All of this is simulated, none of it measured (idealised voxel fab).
The following process module bears the name voxel quadruple lines.
FYI the section here is cut, 285 nm wide, cells are 5 nm squares.
The cross-sections in this document take the form of a grid made of square cells. They are written out as bands, in order from top to bottom. Each band consists of one or more rows of cells. For a band, the entry starts with two heights in nm, that of the top and then that of the bottom, and carries on with the band's materials in order from left to right, each alongside its width in nm; the word "all across" beside a single material means it fills the band edge to edge, and "blank" means empty space. Heights are reckoned from 0. Under this level, the received wafer is all of one material. The bottommost band is open-ended downward, for example "0 -> down". The notation "30 to 40" denotes a width that varies across the rows of cells in the band, beginning at the first number in the top row, finishing at the second number in the bottom row, and changing by an identical amount from each row to the next. You'll sometimes find "stayed the same" written for a step, and that's the way of saying that nowhere in the cross-section did a cell change during that step. This entry, "Closed voids list", enumerates those empty regions of no fewer than 8 cells that possess no open connection to the top. Each region is reported in the form width x height at distance, the distance being taken from the left edge, with all three quantities expressed in nm. What comes after the settings on a step's line is commentary from the simulator itself on that step. If you see "overlay nm" on a step's line and that step has a mask, it's telling you how far right of where it was planned the mask ended up; a negative number means it went left instead.
**The process steps that were planned are listed below**
- 1: RECEIVE | material Si
- 2: CONFORMAL_DEP | material Al2O3 | thk nm 10
- 3: DIRECTIONAL_DEP | material W | thk nm 10
- 4: DIRECTIONAL_DEP | material polySi | thk nm 20
- 5: DIRECTIONAL_DEP | material aC | thk nm 25
- 6: PATTERN | tone cover | mask id MANDREL | material resist | width nm 30 | pitch nm 80 | thk nm 35 | overlay nm 0
- 7: DIRECTIONAL_ETCH | etch materials aC | depth nm 25
- 8: STRIP | etch materials resist
- 9: CONFORMAL_DEP | material SiO2 | thk nm 10
- 10: DIRECTIONAL_ETCH | etch materials SiO2 | depth nm 10
- 11: STRIP | etch materials aC
- 12: DIRECTIONAL_ETCH | etch materials polySi | depth nm 20
- 13: STRIP | etch materials SiO2
- 14: CONFORMAL_DEP | material SiCN | thk nm 10
- 15: DIRECTIONAL_ETCH | etch materials SiCN | depth nm 10
- 16: STRIP | etch materials polySi
- 17: DIRECTIONAL_ETCH | etch materials W | depth nm 10
- 18: STRIP | etch materials SiCN
**First of two wafers, processed according to plan**
**Incoming wafer, cross-sectional view, post step 1**
* 0 -> down  Si all across
* Closed voids list: none
**State of the wafer after step 2, shown in cross-section**
* 10 -> 0  Al2O3 all across
* Beneath the level 0, the cross-section is identical to its previous state.
**State of the wafer after step 3, shown in cross-section**
* 20 -> 10  W all across
* Beneath the level 10, the cross-section is identical to its previous state.
**State of the wafer after step 4, shown in cross-section**
* 40 -> 20  polySi all across
* Beneath the level 20, the cross-section is identical to its previous state.
**State of the wafer after step 5, shown in cross-section**
* 65 -> 40  aC all across
* Beneath the level 40, the cross-section is identical to its previous state.
**State of the wafer after step 6, shown in cross-section**
* 100 -> 65  blank (85) | resist (30) | blank (50) | resist (30) | blank (90)
* Beneath the level 65, the cross-section is identical to its previous state.
**State of the wafer after step 7, shown in cross-section**
* 75 -> 65  blank (85) | resist (30) | blank (50) | resist (30) | blank (90)
* 65 -> 40  blank (85) | aC (30) | blank (50) | aC (30) | blank (90)
* Beneath the level 40, the cross-section is identical to its previous state.
**State of the wafer after step 8, shown in cross-section**
* 65 -> 40  blank (85) | aC (30) | blank (50) | aC (30) | blank (90)
* Beneath the level 40, the cross-section is identical to its previous state.
**State of the wafer after step 9, shown in cross-section**
* 75 -> 65  blank (75) | SiO2 (50) | blank (30) | SiO2 (50) | blank (80)
* 65 -> 50  blank (75) | SiO2 (10) | aC (30) | SiO2 (10) | blank (30) | SiO2 (10) | aC (30) | SiO2 (10) | blank (80)
* 50 -> 40  SiO2 (85) | aC (30) | SiO2 (50) | aC (30) | SiO2 (90)
* Beneath the level 40, the cross-section is identical to its previous state.
**State of the wafer after step 10, shown in cross-section**
* 65 -> 40  blank (75) | SiO2 (10) | aC (30) | SiO2 (10) | blank (30) | SiO2 (10) | aC (30) | SiO2 (10) | blank (80)
* Beneath the level 40, the cross-section is identical to its previous state.
**State of the wafer after step 11, shown in cross-section**
* 65 -> 40  blank (75) | SiO2 (10) | blank (30) | SiO2 (10) | blank (30) | SiO2 (10) | blank (30) | SiO2 (10) | blank (80)
* Beneath the level 40, the cross-section is identical to its previous state.
**State of the wafer after step 12, shown in cross-section**
* 65 -> 40  blank (75) | SiO2 (10) | blank (30) | SiO2 (10) | blank (30) | SiO2 (10) | blank (30) | SiO2 (10) | blank (80)
* 40 -> 20  blank (75) | polySi (10) | blank (30) | polySi (10) | blank (30) | polySi (10) | blank (30) | polySi (10) | blank (80)
* Beneath the level 20, the cross-section is identical to its previous state.
**State of the wafer after step 13, shown in cross-section**
* 40 -> 20  blank (75) | polySi (10) | blank (30) | polySi (10) | blank (30) | polySi (10) | blank (30) | polySi (10) | blank (80)
* Beneath the level 20, the cross-section is identical to its previous state.
**State of the wafer after step 14, shown in cross-section**
* 50 -> 40  blank (65) | SiCN (30) | blank (10) | SiCN (30) | blank (10) | SiCN (30) | blank (10) | SiCN (30) | blank (70)
* 40 -> 30  blank (65) | SiCN (10) | polySi (10) | SiCN (10) | blank (10) | SiCN (10) | polySi (10) | SiCN (10) | blank (10) | SiCN (10) | polySi (10) | SiCN (10) | blank (10) | SiCN (10) | polySi (10) | SiCN (10) | blank (70)
* 30 -> 20  SiCN (75) | polySi (10) | SiCN (30) | polySi (10) | SiCN (30) | polySi (10) | SiCN (30) | polySi (10) | SiCN (80)
* Beneath the level 20, the cross-section is identical to its previous state.
**State of the wafer after step 15, shown in cross-section**
* 40 -> 20  blank (65) | SiCN (10) | polySi (10) | SiCN (10) | blank (10) | SiCN (10) | polySi (10) | SiCN (10) | blank (10) | SiCN (10) | polySi (10) | SiCN (10) | blank (10) | SiCN (10) | polySi (10) | SiCN (10) | blank (70)
* Beneath the level 20, the cross-section is identical to its previous state.
**State of the wafer after step 16, shown in cross-section**
* 40 -> 20  blank (65) | SiCN (10) | blank (10) | SiCN (10) | blank (10) | SiCN (10) | blank (10) | SiCN (10) | blank (10) | SiCN (10) | blank (10) | SiCN (10) | blank (10) | SiCN (10) | blank (10) | SiCN (10) | blank (70)
* Beneath the level 20, the cross-section is identical to its previous state.
**State of the wafer after step 17, shown in cross-section**
* 40 -> 20  blank (65) | SiCN (10) | blank (10) | SiCN (10) | blank (10) | SiCN (10) | blank (10) | SiCN (10) | blank (10) | SiCN (10) | blank (10) | SiCN (10) | blank (10) | SiCN (10) | blank (10) | SiCN (10) | blank (70)
* 20 -> 10  blank (65) | W (10) | blank (10) | W (10) | blank (10) | W (10) | blank (10) | W (10) | blank (10) | W (10) | blank (10) | W (10) | blank (10) | W (10) | blank (10) | W (10) | blank (70)
* Beneath the level 10, the cross-section is identical to its previous state.
**State of the wafer after step 18, shown in cross-section**
* 20 -> 10  blank (65) | W (10) | blank (10) | W (10) | blank (10) | W (10) | blank (10) | W (10) | blank (10) | W (10) | blank (10) | W (10) | blank (10) | W (10) | blank (10) | W (10) | blank (70)
* Beneath the level 10, the cross-section is identical to its previous state.
**The second wafer was prepared from the same starting point and under the same plan as the first; its processing contained one mistake, and it remains indistinguishable from the first wafer up to and including step 4**
**The second wafer in cross-section, at the planned close of step 5**
* 65 -> 40  Al2O3 all across
* Beneath the level 40, the cross-section is identical to its previous state.
**The second wafer in cross-section, at the planned close of step 6**
* 100 -> 65  blank (85) | resist (30) | blank (50) | resist (30) | blank (90)
* Beneath the level 65, the cross-section is identical to its previous state.
**The second wafer in cross-section, at the planned close of step 7**
* 75 -> 65  blank (85) | resist (30) | blank (50) | resist (30) | blank (90)
* Beneath the level 65, the cross-section is identical to its previous state.
**The second wafer in cross-section, at the planned close of step 8**
* 65 -> 40  Al2O3 all across
* Beneath the level 40, the cross-section is identical to its previous state.
**The second wafer in cross-section, at the planned close of step 9**
* 75 -> 65  SiO2 all across
* Beneath the level 65, the cross-section is identical to its previous state.
**The second wafer in cross-section, at the planned close of step 10**
* 65 -> 40  Al2O3 all across
* Beneath the level 40, the cross-section is identical to its previous state.
The second wafer in cross-section, at the planned close of step 11: stayed the same
The second wafer in cross-section, at the planned close of step 12: stayed the same
The second wafer in cross-section, at the planned close of step 13: stayed the same
**The second wafer in cross-section, at the planned close of step 14**
* 75 -> 65  SiCN all across
* Beneath the level 65, the cross-section is identical to its previous state.
**The second wafer in cross-section, at the planned close of step 15**
* 65 -> 40  Al2O3 all across
* Beneath the level 40, the cross-section is identical to its previous state.
The second wafer in cross-section, at the planned close of step 16: stayed the same
The second wafer in cross-section, at the planned close of step 17: stayed the same
The second wafer in cross-section, at the planned close of step 18: stayed the same
What broke from the plan during processing? step 5 deviated from plan and actually ran as DIRECTIONAL_DEP | material Al2O3 | thk nm 25
Final wafer comparison in cells, second versus first, more or fewer per material: Al2O3 +285 | W +82 | polySi +228
